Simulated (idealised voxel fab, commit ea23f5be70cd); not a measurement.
Title: Process Module voxel self aligned contacts
Cross-sectional view cut (width: 200 nm; square cell size: 5 nm).
Think of the cross-section as a grid of square cells. We describe it in bands, top to bottom, and each band covers one or more rows of those cells. For a band, the entry starts with two heights in nm, that of the top and then that of the bottom, and carries on with the band's materials in order from left to right, each alongside its width in nm; the word "all across" beside a single material means it fills the band edge to edge, and "blank" means empty space. Heights are reckoned from 0. Under this level, the received wafer is all of one material. The bottommost band is open-ended downward, for example "z 0 and below". Read "30->40" as a graded width: first number on top, second number at the bottom, same change between each pair of neighbouring rows. Step note "same as before" = no cross-section cell changed. Closed empty spaces (no open way to the top) of 8 cells or more are what "Closed empty spaces" lists, each as width x height at distance from the left edge, nm for all three. Anything after a step's settings on that line? It's the simulator's own note about the step. The "overlay nm" setting may appear on a step's line; for a step that uses a mask, it gives how far to the right of its planned position the mask lay, and a negative value indicates the left.

Process steps (planned)
| 1 | RECEIVE with material Si |
| 2 | OXIDIZE with depth nm 5 |
| 3 | DIRECTIONAL_DEP with material polySi, thk nm 20 |
| 4 | DIRECTIONAL_DEP with material SiN, thk nm 25 |
| 5 | DIRECTIONAL_DEP with material aC, thk nm 10 |
| 6 | PATTERN with tone cover, mask id GATE, material resist, width nm 30, pitch nm 65, thk nm 30, overlay nm 0 |
| 7 | DIRECTIONAL_ETCH with etch materials aC, depth nm 10 |
| 8 | STRIP with etch materials resist |
| 9 | DIRECTIONAL_ETCH with etch materials SiN, depth nm 25 |
| 10 | DIRECTIONAL_ETCH with etch materials polySi, depth nm 20 |
| 11 | STRIP with etch materials aC |
| 12 | CONFORMAL_DEP with material SiN, thk nm 10 |
| 13 | DIRECTIONAL_ETCH with etch materials SiN, depth nm 10 |
| 14 | FILL_DEP with material SiO2, thk nm 20 |
| 15 | CMP with height nm 55 |
| 16 | MASKED_ETCH with tone open, mask id CONTACT, width nm 45, pitch nm 65, etch materials SiO2, depth nm 60, overlay nm 0 |
| 17 | CONFORMAL_DEP with material TiN, thk nm 5 |
| 18 | FILL_DEP with material Ru, thk nm 10 |
| 19 | CMP with height nm 55 |
| 20 | CONFORMAL_DEP with material SiN, thk nm 5 |

As-received wafer cross-section (after step 1)
	z 0 and below | Si all across
	Closed empty spaces: none

Wafer cross-section at end of module: start and plan as shown above, one execution error
	z 60 to 55 | SiN all across
	z 55 to 45 | SiO2 (50->65), then Ru (35->5), then SiO2 (30->60), then Ru (35->5), then SiO2 (50->65)
	z 45 to 20 | SiO2 (10), then SiN (50), then SiO2 (5), then Ru (5), then SiO2 (5), then SiN (50), then SiO2 (5), then Ru (5), then SiO2 (5), then SiN (50), then SiO2 (10)
	z 20 to 0 | SiO2 (10), then SiN (10), then polySi (30), then SiN (10), then SiO2 (5), then Ru (5), then SiO2 (5), then SiN (10), then polySi (30), then SiN (10), then SiO2 (5), then Ru (5), then SiO2 (5), then SiN (10), then polySi (30), then SiN (10), then SiO2 (10)
	z 0 to -5 | SiO2 all across
	z -5 and below | Si all across
	Closed empty spaces: none
Heads up, the wafer didn't run the way we planned it: step 17 ran differently from the plan; actual operation with settings: CONFORMAL_DEP with material SiO2, thk nm 5
